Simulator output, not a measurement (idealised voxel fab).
Module name: voxel wiring stack (process module)
Section cut is 285 nm wide and gridded with 5 nm square cells.
A cross-section is a grid of square cells, given in bands from the top down. A band is one or more rows of cells.
The entry gives the band's vertical extent as a top height and a bottom height in nm, then its horizontal make-up as materials from left to right, each with a width in nm. "blank" stands for empty space; a single material marked "throughout" fills the band edge to edge.
Ref level 0: as-received wafer is one material below here. Bottom band extends down with no lower bound ("top 0, no bottom").
Width: "30 to 40" (first number = top row, second number = bottom row, same change from row to row of cells).
No cell of the cross-section changed in a step that is given as "no modifications".
"Closed void table" lists enclosed empty spaces (at least 8 cells, no open path upward to the top), each as width x height at distance from the left edge, in nm.
Text after the settings on a step's line: the simulator's own remark on that step.
"overlay nm" on a masked step: distance the mask lay right of its planned place, negative for left.
Note: before/after cross-section pairs follow, one process step per pair, after-side truncated at the lowest changed band, step and settings given beneath. Different runs of this module on the same starting wafer may supply the pairs; a pair continues the one above only where the "Prior to processing" entry says so.
Prior to processing
- top 40, bottom 35  SiN throughout
- top 35, bottom 10  lowk throughout
- top 10, bottom 0  SiO2 throughout
- top 0, no bottom  Si throughout
- Closed void table: none
Resultant Cross-Section
- top 40, bottom 35  100 nm SiN / 25 nm blank / 30 nm SiN / 25 nm blank / 105 nm SiN
- Nothing below the height 35 has changed.
- Closed void table: none
the step between: MASKED_ETCH, tone open, mask id METAL_1, width nm 25, pitch nm 55, etch materials SiN, depth nm 5, overlay nm 0
Prior to processing: it's just the after picture from the pair right above this one.
Resultant Cross-Section
- top 45, bottom 40  105 nm TiN / 15 nm blank / 40 nm TiN / 15 nm blank / 110 nm TiN
- top 40, bottom 35  100 nm SiN / 25 nm TiN / 30 nm SiN / 25 nm TiN / 105 nm SiN
- Nothing below the height 35 has changed.
- Closed void table: none
the step between: CONFORMAL_DEP, material TiN, thk nm 5
Prior to processing: it's just the after picture from the pair right above this one.
Resultant Cross-Section
- top 50, bottom 45  Cu throughout
- top 45, bottom 40  105 nm TiN / 15 nm Cu / 40 nm TiN / 15 nm Cu / 110 nm TiN
- Nothing below the height 40 has changed.
- Closed void table: none
the step between: FILL_DEP, material Cu, thk nm 5
Prior to processing: it's just the after picture from the pair right above this one.
Resultant Cross-Section
- top 40, bottom 35  100 nm SiN / 25 nm TiN / 30 nm SiN / 25 nm TiN / 105 nm SiN
- Nothing below the height 35 has changed.
- Closed void table: none
the step between: CMP, height nm 40
Prior to processing: it's just the after picture from the pair right above this one.
Resultant Cross-Section
- top 45, bottom 40  SiCN throughout
- Nothing below the height 40 has changed.
- Closed void table: none
the step between: CONFORMAL_DEP, material SiCN, thk nm 5
Prior to processing: it's just the after picture from the pair right above this one.
Resultant Cross-Section
- top 70, bottom 45  SiO2 throughout
- Nothing below the height 45 has changed.
- Closed void table: none
the step between: DIRECTIONAL_DEP, material SiO2, thk nm 25
Prior to processing: it's just the after picture from the pair right above this one.
Resultant Cross-Section
- top 80, bottom 70  aC throughout
- Nothing below the height 70 has changed.
- Closed void table: none
the step between: DIRECTIONAL_DEP, material aC, thk nm 10
Prior to processing: it's just the after picture from the pair right above this one.
Resultant Cross-Section
- top 110, bottom 80  100 nm resist / 15 nm blank / 170 nm resist
- Nothing below the height 80 has changed.
- Closed void table: none
the step between: PATTERN, tone open, mask id METAL_2_HOLES, material resist, width nm 15, thk nm 30, overlay nm 0
Prior to processing: it's just the after picture from the pair right above this one.
Resultant Cross-Section
- top 100, bottom 80  100 nm resist / 15 nm blank / 170 nm resist
- top 80, bottom 70  100 nm aC / 15 nm blank / 170 nm aC
- Nothing below the height 70 has changed.
- Closed void table: none
the step between: DIRECTIONAL_ETCH, etch materials aC, depth nm 10
Prior to processing: it's just the after picture from the pair right above this one.
Resultant Cross-Section
- top 80, bottom 70  100 nm aC / 15 nm blank / 170 nm aC
- Nothing below the height 70 has changed.
- Closed void table: none
the step between: STRIP, etch materials resist
Prior to processing: it's just the after picture from the pair right above this one.
Resultant Cross-Section
- top 80, bottom 70  100 nm aC / 15 nm blank / 170 nm aC
- top 70, bottom 45  100 nm SiO2 / 15 nm blank / 170 nm SiO2
- Nothing below the height 45 has changed.
- Closed void table: none
the step between: DIRECTIONAL_ETCH, etch materials SiO2, depth nm 25
Prior to processing: it's just the after picture from the pair right above this one.
Resultant Cross-Section
- top 70, bottom 45  100 nm SiO2 / 15 nm blank / 170 nm SiO2
- Nothing below the height 45 has changed.
- Closed void table: none
the step between: STRIP, etch materials aC
Prior to processing: it's just the after picture from the pair right above this one.
Resultant Cross-Section
- top 70, bottom 55  100 nm SiO2 / 25 nm blank / 30 nm SiO2 / 25 nm blank / 105 nm SiO2
- Nothing below the height 55 has changed.
- Closed void table: none
the step between: MASKED_ETCH, tone open, mask id METAL_2, width nm 25, pitch nm 55, etch materials SiO2, depth nm 15, overlay nm 0
Prior to processing: it's just the after picture from the pair right above this one.
Resultant Cross-Section
- top 70, bottom 55  100 nm SiO2 / 25 nm blank / 30 nm SiO2 / 25 nm blank / 105 nm SiO2
- top 55, bottom 45  100 nm SiO2 / 15 nm blank / 170 nm SiO2
- top 45, bottom 40  100 nm SiCN / 15 nm blank / 170 nm SiCN
- Nothing below the height 40 has changed.
- Closed void table: none
the step between: MASKED_ETCH, tone open, mask id METAL_2, width nm 25, pitch nm 55, etch materials SiCN, depth nm 5, overlay nm 0
Prior to processing: it's just the after picture from the pair right above this one.
Resultant Cross-Section
- top 75, bottom 70  105 nm TiN / 15 nm blank / 40 nm TiN / 15 nm blank / 110 nm TiN
- top 70, bottom 60  100 nm SiO2 / 5 nm TiN / 15 nm blank / 5 nm TiN / 30 nm SiO2 / 5 nm TiN / 15 nm blank / 5 nm TiN / 105 nm SiO2
- top 60, bottom 55  100 nm SiO2 / 5 nm TiN / 5 nm blank / 15 nm TiN / 30 nm SiO2 / 25 nm TiN / 105 nm SiO2
- top 55, bottom 45  100 nm SiO2 / 5 nm TiN / 5 nm blank / 5 nm TiN / 170 nm SiO2
- top 45, bottom 40  100 nm SiCN / 15 nm TiN / 170 nm SiCN
- Nothing below the height 40 has changed.
- Closed void table: none
the step between: CONFORMAL_DEP, material TiN, thk nm 5
Prior to processing: it's just the after picture from the pair right above this one.
Resultant Cross-Section
- top 80, bottom 75  Cu throughout
- top 75, bottom 70  105 nm TiN / 15 nm Cu / 40 nm TiN / 15 nm Cu / 110 nm TiN
- top 70, bottom 60  100 nm SiO2 / 5 nm TiN / 15 nm Cu / 5 nm TiN / 30 nm SiO2 / 5 nm TiN / 15 nm Cu / 5 nm TiN / 105 nm SiO2
- top 60, bottom 55  100 nm SiO2 / 5 nm TiN / 5 nm Cu / 15 nm TiN / 30 nm SiO2 / 25 nm TiN / 105 nm SiO2
- top 55, bottom 45  100 nm SiO2 / 5 nm TiN / 5 nm Cu / 5 nm TiN / 170 nm SiO2
- Nothing below the height 45 has changed.
- Closed void table: none
the step between: FILL_DEP, material Cu, thk nm 5
Prior to processing: it's just the after picture from the pair right above this one.
Resultant Cross-Section
- top 70, bottom 60  100 nm SiO2 / 5 nm TiN / 15 nm Cu / 5 nm TiN / 30 nm SiO2 / 5 nm TiN / 15 nm Cu / 5 nm TiN / 105 nm SiO2
- Nothing below the height 60 has changed.
- Closed void table: none
the step between: CMP, height nm 70
Prior to processing: it's just the after picture from the pair right above this one.
Resultant Cross-Section
- top 75, bottom 70  SiCN throughout
- Nothing below the height 70 has changed.
- Closed void table: none
the step between: CONFORMAL_DEP, material SiCN, thk nm 5
Prior to processing: it's just the after picture from the pair right above this one.
Resultant Cross-Section
- top 105, bottom 75  SiO2 throughout
- Nothing below the height 75 has changed.
- Closed void table: none
the step between: DIRECTIONAL_DEP, material SiO2, thk nm 30
Prior to processing: it's just the after picture from the pair right above this one.
Resultant Cross-Section
- top 105, bottom 85  100 nm SiO2 / 25 nm blank / 30 nm SiO2 / 25 nm blank / 105 nm SiO2
- Nothing below the height 85 has changed.
- Closed void table: none
the step between: MASKED_ETCH, tone open, mask id METAL_3, width nm 25, pitch nm 55, etch materials SiO2, depth nm 20, overlay nm 0
Prior to processing: it's just the after picture from the pair right above this one.
Resultant Cross-Section
- top 115, bottom 105  100 nm aC / 25 nm blank / 30 nm aC / 25 nm blank / 105 nm aC
- top 105, bottom 95  100 nm SiO2 / 25 nm blank / 30 nm SiO2 / 25 nm blank / 105 nm SiO2
- top 95, bottom 85  100 nm SiO2 / 25 nm aC / 30 nm SiO2 / 25 nm aC / 105 nm SiO2
- Nothing below the height 85 has changed.
- Closed void table: none
the step between: DIRECTIONAL_DEP, material aC, thk nm 10
Prior to processing: it's just the after picture from the pair right above this one.
Resultant Cross-Section
- top 140, bottom 115  100 nm resist / 15 nm blank / 40 nm resist / 15 nm blank / 115 nm resist
- top 115, bottom 105  100 nm aC / 15 nm blank / 10 nm resist / 30 nm aC / 15 nm blank / 10 nm resist / 105 nm aC
- top 105, bottom 95  100 nm SiO2 / 15 nm blank / 10 nm resist / 30 nm SiO2 / 15 nm blank / 10 nm resist / 105 nm SiO2
- Nothing below the height 95 has changed.
- Closed void table: none
the step between: PATTERN, tone open, mask id METAL_3_HOLES, material resist, width nm 15, pitch nm 55, thk nm 25, overlay nm 0
Prior to processing: it's just the after picture from the pair right above this one.
Resultant Cross-Section
- top 130, bottom 115  100 nm resist / 15 nm blank / 40 nm resist / 15 nm blank / 115 nm resist
- top 115, bottom 105  100 nm aC / 15 nm blank / 10 nm resist / 30 nm aC / 15 nm blank / 10 nm resist / 105 nm aC
- top 105, bottom 95  100 nm SiO2 / 15 nm blank / 10 nm resist / 30 nm SiO2 / 15 nm blank / 10 nm resist / 105 nm SiO2
- top 95, bottom 85  100 nm SiO2 / 15 nm blank / 10 nm aC / 30 nm SiO2 / 15 nm blank / 10 nm aC / 105 nm SiO2
- Nothing below the height 85 has changed.
- Closed void table: none
the step between: DIRECTIONAL_ETCH, etch materials aC, depth nm 10
Prior to processing: it's just the after picture from the pair right above this one.
Resultant Cross-Section
- top 115, bottom 105  100 nm aC / 25 nm blank / 30 nm aC / 25 nm blank / 105 nm aC
- top 105, bottom 95  100 nm SiO2 / 25 nm blank / 30 nm SiO2 / 25 nm blank / 105 nm SiO2
- Nothing below the height 95 has changed.
- Closed void table: none
the step between: STRIP, etch materials resist
Prior to processing: it's just the after picture from the pair right above this one.
Resultant Cross-Section
- top 115, bottom 105  100 nm aC / 25 nm blank / 30 nm aC / 25 nm blank / 105 nm aC
- top 105, bottom 95  100 nm SiO2 / 25 nm blank / 30 nm SiO2 / 25 nm blank / 105 nm SiO2
- top 95, bottom 85  100 nm SiO2 / 15 nm blank / 10 nm aC / 30 nm SiO2 / 15 nm blank / 10 nm aC / 105 nm SiO2
- top 85, bottom 75  100 nm SiO2 / 15 nm blank / 40 nm SiO2 / 15 nm blank / 115 nm SiO2
- Nothing below the height 75 has changed.
- Closed void table: none
the step between: DIRECTIONAL_ETCH, etch materials SiO2, depth nm 10
Prior to processing: it's just the after picture from the pair right above this one.
Resultant Cross-Section
- top 115, bottom 105  100 nm aC / 25 nm blank / 30 nm aC / 25 nm blank / 105 nm aC
- top 105, bottom 95  100 nm SiO2 / 25 nm blank / 30 nm SiO2 / 25 nm blank / 105 nm SiO2
- top 95, bottom 85  100 nm SiO2 / 15 nm blank / 10 nm aC / 30 nm SiO2 / 15 nm blank / 10 nm aC / 105 nm SiO2
- top 85, bottom 75  100 nm SiO2 / 15 nm blank / 40 nm SiO2 / 15 nm blank / 115 nm SiO2
- top 75, bottom 70  100 nm SiCN / 15 nm blank / 40 nm SiCN / 15 nm blank / 115 nm SiCN
- Nothing below the height 70 has changed.
- Closed void table: none
the step between: DIRECTIONAL_ETCH, etch materials SiCN, depth nm 5
Prior to processing: it's just the after picture from the pair right above this one.
Resultant Cross-Section
- top 105, bottom 85  100 nm SiO2 / 25 nm blank / 30 nm SiO2 / 25 nm blank / 105 nm SiO2
- Nothing below the height 85 has changed.
- Closed void table: none
the step between: STRIP, etch materials aC
Prior to processing: it's just the after picture from the pair right above this one.
Resultant Cross-Section
- top 110, bottom 105  105 nm TiN / 15 nm blank / 40 nm TiN / 15 nm blank / 110 nm TiN
- top 105, bottom 90  100 nm SiO2 / 5 nm TiN / 15 nm blank / 5 nm TiN / 30 nm SiO2 / 5 nm TiN / 15 nm blank / 5 nm TiN / 105 nm SiO2
- top 90, bottom 85  100 nm SiO2 / 5 nm TiN / 5 nm blank / 15 nm TiN / 30 nm SiO2 / 5 nm TiN / 5 nm blank / 15 nm TiN / 105 nm SiO2
- top 85, bottom 75  100 nm SiO2 / 5 nm TiN / 5 nm blank / 5 nm TiN / 40 nm SiO2 / 5 nm TiN / 5 nm blank / 5 nm TiN / 115 nm SiO2
- top 75, bottom 70  100 nm SiCN / 15 nm TiN / 40 nm SiCN / 15 nm TiN / 115 nm SiCN
- Nothing below the height 70 has changed.
- Closed void table: none
the step between: CONFORMAL_DEP, material TiN, thk nm 5
Prior to processing: it's just the after picture from the pair right above this one.
Resultant Cross-Section
- top 115, bottom 110  Cu throughout
- top 110, bottom 105  105 nm TiN / 15 nm Cu / 40 nm TiN / 15 nm Cu / 110 nm TiN
- top 105, bottom 90  100 nm SiO2 / 5 nm TiN / 15 nm Cu / 5 nm TiN / 30 nm SiO2 / 5 nm TiN / 15 nm Cu / 5 nm TiN / 105 nm SiO2
- top 90, bottom 85  100 nm SiO2 / 5 nm TiN / 5 nm Cu / 15 nm TiN / 30 nm SiO2 / 5 nm TiN / 5 nm Cu / 15 nm TiN / 105 nm SiO2
- top 85, bottom 75  100 nm SiO2 / 5 nm TiN / 5 nm Cu / 5 nm TiN / 40 nm SiO2 / 5 nm TiN / 5 nm Cu / 5 nm TiN / 115 nm SiO2
- Nothing below the height 75 has changed.
- Closed void table: none
the step between: FILL_DEP, material Cu, thk nm 5
Prior to processing: it's just the after picture from the pair right above this one.
Resultant Cross-Section
- top 105, bottom 90  100 nm SiO2 / 5 nm TiN / 15 nm Cu / 5 nm TiN / 30 nm SiO2 / 5 nm TiN / 15 nm Cu / 5 nm TiN / 105 nm SiO2
- Nothing below the height 90 has changed.
- Closed void table: none
the step between: CMP, height nm 105
Prior to processing: it's just the after picture from the pair right above this one.
Resultant Cross-Section
- top 110, bottom 105  SiCN throughout
- Nothing below the height 105 has changed.
- Closed void table: none
the step between: CONFORMAL_DEP, material SiCN, thk nm 5
Prior to processing: it's just the after picture from the pair right above this one.
Resultant Cross-Section
- top 135, bottom 110  SiO2 throughout
- Nothing below the height 110 has changed.
- Closed void table: none
the step between: DIRECTIONAL_DEP, material SiO2, thk nm 25
Prior to processing: it's just the after picture from the pair right above this one.
Resultant Cross-Section
- top 155, bottom 135  100 nm resist / 15 nm blank / 40 nm resist / 15 nm blank / 115 nm resist
- Nothing below the height 135 has changed.
- Closed void table: none
the step between: PATTERN, tone open, mask id METAL_4_HOLES, material resist, width nm 15, pitch nm 55, thk nm 20, overlay nm 0
Prior to processing: it's just the after picture from the pair right above this one.
Resultant Cross-Section
- top 155, bottom 135  100 nm resist / 15 nm blank / 40 nm resist / 15 nm blank / 115 nm resist
- top 135, bottom 110  100 nm SiO2 / 15 nm blank / 40 nm SiO2 / 15 nm blank / 115 nm SiO2
- Nothing below the height 110 has changed.
- Closed void table: none
the step between: DIRECTIONAL_ETCH, etch materials SiO2, depth nm 25
Prior to processing: it's just the after picture from the pair right above this one.
Resultant Cross-Section
- top 135, bottom 110  100 nm SiO2 / 15 nm blank / 40 nm SiO2 / 15 nm blank / 115 nm SiO2
- Nothing below the height 110 has changed.
- Closed void table: none
the step between: STRIP, etch materials resist
Prior to processing: it's just the after picture from the pair right above this one.
Resultant Cross-Section
- top 155, bottom 135  100 nm resist / 25 nm blank / 30 nm resist / 25 nm blank / 105 nm resist
- Nothing below the height 135 has changed.
- Closed void table: none
the step between: PATTERN, tone open, mask id METAL_4, material resist, width nm 25, pitch nm 55, thk nm 20, overlay nm 0
Prior to processing: it's just the after picture from the pair right above this one.
Resultant Cross-Section
- top 155, bottom 135  100 nm resist / 25 nm blank / 30 nm resist / 25 nm blank / 105 nm resist
- top 135, bottom 120  100 nm SiO2 / 25 nm blank / 30 nm SiO2 / 25 nm blank / 105 nm SiO2
- Nothing below the height 120 has changed.
- Closed void table: none
the step between: DIRECTIONAL_ETCH, etch materials SiO2, depth nm 15
Prior to processing: it's just the after picture from the pair right above this one.
Resultant Cross-Section
- top 155, bottom 135  100 nm resist / 25 nm blank / 30 nm resist / 25 nm blank / 105 nm resist
- top 135, bottom 120  100 nm SiO2 / 25 nm blank / 30 nm SiO2 / 25 nm blank / 105 nm SiO2
- top 120, bottom 110  100 nm SiO2 / 15 nm blank / 40 nm SiO2 / 15 nm blank / 115 nm SiO2
- top 110, bottom 105  100 nm SiCN / 15 nm blank / 40 nm SiCN / 15 nm blank / 115 nm SiCN
- Nothing below the height 105 has changed.
- Closed void table: none
the step between: DIRECTIONAL_ETCH, etch materials SiCN, depth nm 5
Prior to processing: it's just the after picture from the pair right above this one.
Resultant Cross-Section
- top 135, bottom 120  100 nm SiO2 / 25 nm blank / 30 nm SiO2 / 25 nm blank / 105 nm SiO2
- Nothing below the height 120 has changed.
- Closed void table: none
the step between: STRIP, etch materials resist
Prior to processing: it's just the after picture from the pair right above this one.
Resultant Cross-Section
- top 140, bottom 135  105 nm TiN / 15 nm blank / 40 nm TiN / 15 nm blank / 110 nm TiN
- top 135, bottom 125  100 nm SiO2 / 5 nm TiN / 15 nm blank / 5 nm TiN / 30 nm SiO2 / 5 nm TiN / 15 nm blank / 5 nm TiN / 105 nm SiO2
- top 125, bottom 120  100 nm SiO2 / 5 nm TiN / 5 nm blank / 15 nm TiN / 30 nm SiO2 / 5 nm TiN / 5 nm blank / 15 nm TiN / 105 nm SiO2
- top 120, bottom 110  100 nm SiO2 / 5 nm TiN / 5 nm blank / 5 nm TiN / 40 nm SiO2 / 5 nm TiN / 5 nm blank / 5 nm TiN / 115 nm SiO2
- top 110, bottom 105  100 nm SiCN / 15 nm TiN / 40 nm SiCN / 15 nm TiN / 115 nm SiCN
- Nothing below the height 105 has changed.
- Closed void table: none
the step between: CONFORMAL_DEP, material TiN, thk nm 5
Prior to processing: it's just the after picture from the pair right above this one.
Resultant Cross-Section
- top 150, bottom 140  Cu throughout
- top 140, bottom 135  105 nm TiN / 15 nm Cu / 40 nm TiN / 15 nm Cu / 110 nm TiN
- top 135, bottom 125  100 nm SiO2 / 5 nm TiN / 15 nm Cu / 5 nm TiN / 30 nm SiO2 / 5 nm TiN / 15 nm Cu / 5 nm TiN / 105 nm SiO2
- top 125, bottom 120  100 nm SiO2 / 5 nm TiN / 5 nm Cu / 15 nm TiN / 30 nm SiO2 / 5 nm TiN / 5 nm Cu / 15 nm TiN / 105 nm SiO2
- top 120, bottom 110  100 nm SiO2 / 5 nm TiN / 5 nm Cu / 5 nm TiN / 40 nm SiO2 / 5 nm TiN / 5 nm Cu / 5 nm TiN / 115 nm SiO2
- Nothing below the height 110 has changed.
- Closed void table: none
the step between: FILL_DEP, material Cu, thk nm 10
Prior to processing: it's just the after picture from the pair right above this one.
Resultant Cross-Section
- top 135, bottom 125  100 nm SiO2 / 5 nm TiN / 15 nm Cu / 5 nm TiN / 30 nm SiO2 / 5 nm TiN / 15 nm Cu / 5 nm TiN / 105 nm SiO2
- Nothing below the height 125 has changed.
- Closed void table: none
the step between: CMP, height nm 135
Prior to processing: it's just the after picture from the pair right above this one.
Resultant Cross-Section
- top 140, bottom 135  SiN throughout
- Nothing below the height 135 has changed.
- Closed void table: none
the step between: CONFORMAL_DEP, material SiN, thk nm 5
Prior to processing
- top 80, bottom 75  Cu throughout
- top 75, bottom 70  105 nm TiN / 15 nm Cu / 40 nm TiN / 15 nm Cu / 110 nm TiN
- top 70, bottom 60  100 nm SiO2 / 5 nm TiN / 15 nm Cu / 5 nm TiN / 30 nm SiO2 / 5 nm TiN / 15 nm Cu / 5 nm TiN / 105 nm SiO2
- top 60, bottom 55  100 nm SiO2 / 5 nm TiN / 5 nm Cu / 15 nm TiN / 30 nm SiO2 / 25 nm TiN / 105 nm SiO2
- top 55, bottom 45  100 nm SiO2 / 5 nm TiN / 5 nm Cu / 5 nm TiN / 170 nm SiO2
- top 45, bottom 40  100 nm SiCN / 15 nm TiN / 170 nm SiCN
- top 40, bottom 15  100 nm lowk / 5 nm TiN / 15 nm Cu / 5 nm TiN / 30 nm lowk / 5 nm TiN / 15 nm Cu / 5 nm TiN / 105 nm lowk
- top 15, bottom 10  100 nm SiN / 25 nm TiN / 30 nm SiN / 25 nm TiN / 105 nm SiN
- top 10, bottom 0  SiO2 throughout
- top 0, no bottom  Si throughout
- Closed void table: none
Resultant Cross-Section
- top 60, bottom 55  100 nm SiO2 / 5 nm TiN / 5 nm Cu / 15 nm TiN / 30 nm SiO2 / 25 nm TiN / 105 nm SiO2
- Nothing below the height 55 has changed.
- Closed void table: none
the step between: CMP, height nm 60
Prior to processing: it's just the after picture from the pair right above this one.
Resultant Cross-Section
- top 65, bottom 60  SiCN throughout
- Nothing below the height 60 has changed.
- Closed void table: none
the step between: CONFORMAL_DEP, material SiCN, thk nm 5
Prior to processing: it's just the after picture from the pair right above this one.
Resultant Cross-Section
- top 95, bottom 65  SiO2 throughout
- Nothing below the height 65 has changed.
- Closed void table: none
the step between: DIRECTIONAL_DEP, material SiO2, thk nm 30
Prior to processing: it's just the after picture from the pair right above this one.
Resultant Cross-Section
- top 95, bottom 75  100 nm SiO2 / 25 nm blank / 30 nm SiO2 / 25 nm blank / 105 nm SiO2
- Nothing below the height 75 has changed.
- Closed void table: none
the step between: MASKED_ETCH, tone open, mask id METAL_3, width nm 25, pitch nm 55, etch materials SiO2, depth nm 20, overlay nm 0
Prior to processing: it's just the after picture from the pair right above this one.
Resultant Cross-Section
- top 105, bottom 95  100 nm aC / 25 nm blank / 30 nm aC / 25 nm blank / 105 nm aC
- top 95, bottom 85  100 nm SiO2 / 25 nm blank / 30 nm SiO2 / 25 nm blank / 105 nm SiO2
- top 85, bottom 75  100 nm SiO2 / 25 nm aC / 30 nm SiO2 / 25 nm aC / 105 nm SiO2
- Nothing below the height 75 has changed.
- Closed void table: none
the step between: DIRECTIONAL_DEP, material aC, thk nm 10
Prior to processing: it's just the after picture from the pair right above this one.
Resultant Cross-Section
- top 130, bottom 105  100 nm resist / 15 nm blank / 40 nm resist / 15 nm blank / 115 nm resist
- top 105, bottom 95  100 nm aC / 15 nm blank / 10 nm resist / 30 nm aC / 15 nm blank / 10 nm resist / 105 nm aC
- top 95, bottom 85  100 nm SiO2 / 15 nm blank / 10 nm resist / 30 nm SiO2 / 15 nm blank / 10 nm resist / 105 nm SiO2
- Nothing below the height 85 has changed.
- Closed void table: none
the step between: PATTERN, tone open, mask id METAL_3_HOLES, material resist, width nm 15, pitch nm 55, thk nm 25, overlay nm 0
Prior to processing: it's just the after picture from the pair right above this one.
Resultant Cross-Section
- top 120, bottom 105  100 nm resist / 15 nm blank / 40 nm resist / 15 nm blank / 115 nm resist
- top 105, bottom 95  100 nm aC / 15 nm blank / 10 nm resist / 30 nm aC / 15 nm blank / 10 nm resist / 105 nm aC
- top 95, bottom 85  100 nm SiO2 / 15 nm blank / 10 nm resist / 30 nm SiO2 / 15 nm blank / 10 nm resist / 105 nm SiO2
- top 85, bottom 75  100 nm SiO2 / 15 nm blank / 10 nm aC / 30 nm SiO2 / 15 nm blank / 10 nm aC / 105 nm SiO2
- Nothing below the height 75 has changed.
- Closed void table: none
the step between: DIRECTIONAL_ETCH, etch materials aC, depth nm 10
Prior to processing: it's just the after picture from the pair right above this one.
Resultant Cross-Section
- top 105, bottom 95  100 nm aC / 25 nm blank / 30 nm aC / 25 nm blank / 105 nm aC
- top 95, bottom 85  100 nm SiO2 / 25 nm blank / 30 nm SiO2 / 25 nm blank / 105 nm SiO2
- Nothing below the height 85 has changed.
- Closed void table: none
the step between: STRIP, etch materials resist
Prior to processing: it's just the after picture from the pair right above this one.
Resultant Cross-Section
- top 105, bottom 95  100 nm aC / 25 nm blank / 30 nm aC / 25 nm blank / 105 nm aC
- top 95, bottom 85  100 nm SiO2 / 25 nm blank / 30 nm SiO2 / 25 nm blank / 105 nm SiO2
- top 85, bottom 75  100 nm SiO2 / 15 nm blank / 10 nm aC / 30 nm SiO2 / 15 nm blank / 10 nm aC / 105 nm SiO2
- top 75, bottom 65  100 nm SiO2 / 15 nm blank / 40 nm SiO2 / 15 nm blank / 115 nm SiO2
- Nothing below the height 65 has changed.
- Closed void table: none
the step between: DIRECTIONAL_ETCH, etch materials SiO2, depth nm 10
Prior to processing: it's just the after picture from the pair right above this one.
Resultant Cross-Section
- top 105, bottom 95  100 nm aC / 25 nm blank / 30 nm aC / 25 nm blank / 105 nm aC
- top 95, bottom 85  100 nm SiO2 / 25 nm blank / 30 nm SiO2 / 25 nm blank / 105 nm SiO2
- top 85, bottom 75  100 nm SiO2 / 15 nm blank / 10 nm aC / 30 nm SiO2 / 15 nm blank / 10 nm aC / 105 nm SiO2
- top 75, bottom 65  100 nm SiO2 / 15 nm blank / 40 nm SiO2 / 15 nm blank / 115 nm SiO2
- top 65, bottom 60  100 nm SiCN / 15 nm blank / 40 nm SiCN / 15 nm blank / 115 nm SiCN
- Nothing below the height 60 has changed.
- Closed void table: none
the step between: DIRECTIONAL_ETCH, etch materials SiCN, depth nm 5
Prior to processing: it's just the after picture from the pair right above this one.
Resultant Cross-Section
- top 95, bottom 75  100 nm SiO2 / 25 nm blank / 30 nm SiO2 / 25 nm blank / 105 nm SiO2
- Nothing below the height 75 has changed.
- Closed void table: none
the step between: STRIP, etch materials aC
Prior to processing: it's just the after picture from the pair right above this one.
Resultant Cross-Section
- top 100, bottom 95  105 nm TiN / 15 nm blank / 40 nm TiN / 15 nm blank / 110 nm TiN
- top 95, bottom 80  100 nm SiO2 / 5 nm TiN / 15 nm blank / 5 nm TiN / 30 nm SiO2 / 5 nm TiN / 15 nm blank / 5 nm TiN / 105 nm SiO2
- top 80, bottom 75  100 nm SiO2 / 5 nm TiN / 5 nm blank / 15 nm TiN / 30 nm SiO2 / 5 nm TiN / 5 nm blank / 15 nm TiN / 105 nm SiO2
- top 75, bottom 65  100 nm SiO2 / 5 nm TiN / 5 nm blank / 5 nm TiN / 40 nm SiO2 / 5 nm TiN / 5 nm blank / 5 nm TiN / 115 nm SiO2
- top 65, bottom 60  100 nm SiCN / 15 nm TiN / 40 nm SiCN / 15 nm TiN / 115 nm SiCN
- Nothing below the height 60 has changed.
- Closed void table: none
the step between: CONFORMAL_DEP, material TiN, thk nm 5
Prior to processing: it's just the after picture from the pair right above this one.
Resultant Cross-Section
- top 105, bottom 100  Cu throughout
- top 100, bottom 95  105 nm TiN / 15 nm Cu / 40 nm TiN / 15 nm Cu / 110 nm TiN
- top 95, bottom 80  100 nm SiO2 / 5 nm TiN / 15 nm Cu / 5 nm TiN / 30 nm SiO2 / 5 nm TiN / 15 nm Cu / 5 nm TiN / 105 nm SiO2
- top 80, bottom 75  100 nm SiO2 / 5 nm TiN / 5 nm Cu / 15 nm TiN / 30 nm SiO2 / 5 nm TiN / 5 nm Cu / 15 nm TiN / 105 nm SiO2
- top 75, bottom 65  100 nm SiO2 / 5 nm TiN / 5 nm Cu / 5 nm TiN / 40 nm SiO2 / 5 nm TiN / 5 nm Cu / 5 nm TiN / 115 nm SiO2
- Nothing below the height 65 has changed.
- Closed void table: none
the step between: FILL_DEP, material Cu, thk nm 5
Prior to processing: it's just the after picture from the pair right above this one.
Resultant Cross-Section
- top 110, bottom 105  SiCN throughout
- Nothing below the height 105 has changed.
- Closed void table: none
the step between: CONFORMAL_DEP, material SiCN, thk nm 5
Prior to processing: it's just the after picture from the pair right above this one.
Resultant Cross-Section
- top 135, bottom 110  SiO2 throughout
- Nothing below the height 110 has changed.
- Closed void table: none
the step between: DIRECTIONAL_DEP, material SiO2, thk nm 25
Prior to processing: it's just the after picture from the pair right above this one.
Resultant Cross-Section
- top 155, bottom 135  100 nm resist / 15 nm blank / 40 nm resist / 15 nm blank / 115 nm resist
- Nothing below the height 135 has changed.
- Closed void table: none
the step between: PATTERN, tone open, mask id METAL_4_HOLES, material resist, width nm 15, pitch nm 55, thk nm 20, overlay nm 0
Prior to processing: it's just the after picture from the pair right above this one.
Resultant Cross-Section
- top 155, bottom 135  100 nm resist / 15 nm blank / 40 nm resist / 15 nm blank / 115 nm resist
- top 135, bottom 110  100 nm SiO2 / 15 nm blank / 40 nm SiO2 / 15 nm blank / 115 nm SiO2
- Nothing below the height 110 has changed.
- Closed void table: none
the step between: DIRECTIONAL_ETCH, etch materials SiO2, depth nm 25
Prior to processing: it's just the after picture from the pair right above this one.
Resultant Cross-Section
- top 135, bottom 110  100 nm SiO2 / 15 nm blank / 40 nm SiO2 / 15 nm blank / 115 nm SiO2
- Nothing below the height 110 has changed.
- Closed void table: none
the step between: STRIP, etch materials resist
Prior to processing: it's just the after picture from the pair right above this one.
Resultant Cross-Section
- top 155, bottom 135  100 nm resist / 25 nm blank / 30 nm resist / 25 nm blank / 105 nm resist
- Nothing below the height 135 has changed.
- Closed void table: none
the step between: PATTERN, tone open, mask id METAL_4, material resist, width nm 25, pitch nm 55, thk nm 20, overlay nm 0
Prior to processing: it's just the after picture from the pair right above this one.
Resultant Cross-Section
- top 155, bottom 135  100 nm resist / 25 nm blank / 30 nm resist / 25 nm blank / 105 nm resist
- top 135, bottom 120  100 nm SiO2 / 25 nm blank / 30 nm SiO2 / 25 nm blank / 105 nm SiO2
- Nothing below the height 120 has changed.
- Closed void table: none
the step between: DIRECTIONAL_ETCH, etch materials SiO2, depth nm 15
Prior to processing: it's just the after picture from the pair right above this one.
Resultant Cross-Section
- top 155, bottom 135  100 nm resist / 25 nm blank / 30 nm resist / 25 nm blank / 105 nm resist
- top 135, bottom 120  100 nm SiO2 / 25 nm blank / 30 nm SiO2 / 25 nm blank / 105 nm SiO2
- top 120, bottom 110  100 nm SiO2 / 15 nm blank / 40 nm SiO2 / 15 nm blank / 115 nm SiO2
- top 110, bottom 105  100 nm SiCN / 15 nm blank / 40 nm SiCN / 15 nm blank / 115 nm SiCN
- Nothing below the height 105 has changed.
- Closed void table: none
the step between: DIRECTIONAL_ETCH, etch materials SiCN, depth nm 5
